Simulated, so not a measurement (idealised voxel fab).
Title: Process Module voxel self aligned contacts
cross-section cut | 260 nm wide | cells 5 nm
Just so we're on the same page, the cross-sections are grids of square cells, and they're listed out in bands top to bottom, each band one or more rows deep. Top height, bottom height, nm. Materials left to right, width each, nm. Single material + "throughout" = fills band edge to edge. "blank" = empty. It should be noted that heights are counted from 0, beneath which the wafer as supplied is of one material throughout, and that the lowest band possesses no lower boundary but continues downward, as written in "z 0 and below". Think of "30 to 40" as a width that walks from the first number to the second as you go down the band, top row to bottom row, taking equal-sized steps from row to row. Where a step carries "nothing altered", the cross-section came out of it unchanged, cell for cell. "Trapped voids" lists enclosed empty spaces (at least 8 cells, no open path upward to the top), each as width x height at distance from the left edge, in nm. Note: text after step settings on the step line = simulator remark on that step. The setting "overlay nm" may be written on the line of a step. When the step uses a mask, the value reports how far to the right of the planned place the mask lay, and a negative value reports that it lay to the left.
[Intended process steps]
1: RECEIVE, material Si
2: OXIDIZE, depth nm 5
3: DIRECTIONAL_DEP, material polySi, thk nm 30
4: DIRECTIONAL_DEP, material SiN, thk nm 25
5: PATTERN, tone cover, mask id GATE, material resist, width nm 15, pitch nm 70, thk nm 15, overlay nm 0
6: DIRECTIONAL_ETCH, etch materials SiN, depth nm 25
7: DIRECTIONAL_ETCH, etch materials polySi, depth nm 30
8: STRIP, etch materials resist
9: CONFORMAL_DEP, material SiN, thk nm 10
10: DIRECTIONAL_ETCH, etch materials SiN, depth nm 10
11: FILL_DEP, material SiO2, thk nm 15
12: CMP, height nm 65
13: MASKED_ETCH, tone open, mask id CONTACT, width nm 55, pitch nm 70, etch materials SiO2, depth nm 70, overlay nm 0
14: CONFORMAL_DEP, material TiN, thk nm 5
15: FILL_DEP, material W, thk nm 10
16: CMP, height nm 65
17: CONFORMAL_DEP, material SiN, thk nm 5
Across this set of wafers, the varied parameter is the width nm of step 5. Starting conditions are identical for every wafer, and the plan reports the value assigned to the first wafer.
[The as-received cross-section of the first of several wafers corresponds to the state after step 1]
- z 0 and below | Si throughout
- Trapped voids: none
[Where each wafer stands at the end of the module, a row apiece: cells of each material gained (+) or lost (-) since it was received, then closed voids]
width nm 15, -52 Si, +229 SiN, +285 SiO2, +74 TiN, +138 W, +54 polySi, Trapped voids: none
width nm 20, -52 Si, +244 SiN, +276 SiO2, +74 TiN, +114 W, +72 polySi, Trapped voids: none
width nm 25, -52 Si, +259 SiN, +267 SiO2, +74 TiN, +90 W, +90 polySi, Trapped voids: none
width nm 30, -52 Si, +274 SiN, +258 SiO2, +74 TiN, +66 W, +108 polySi, Trapped voids: none
width nm 35, -52 Si, +289 SiN, +249 SiO2, +74 TiN, +42 W, +126 polySi, Trapped voids: none
width nm 40, -52 Si, +304 SiN, +240 SiO2, +74 TiN, +18 W, +144 polySi, Trapped voids: none
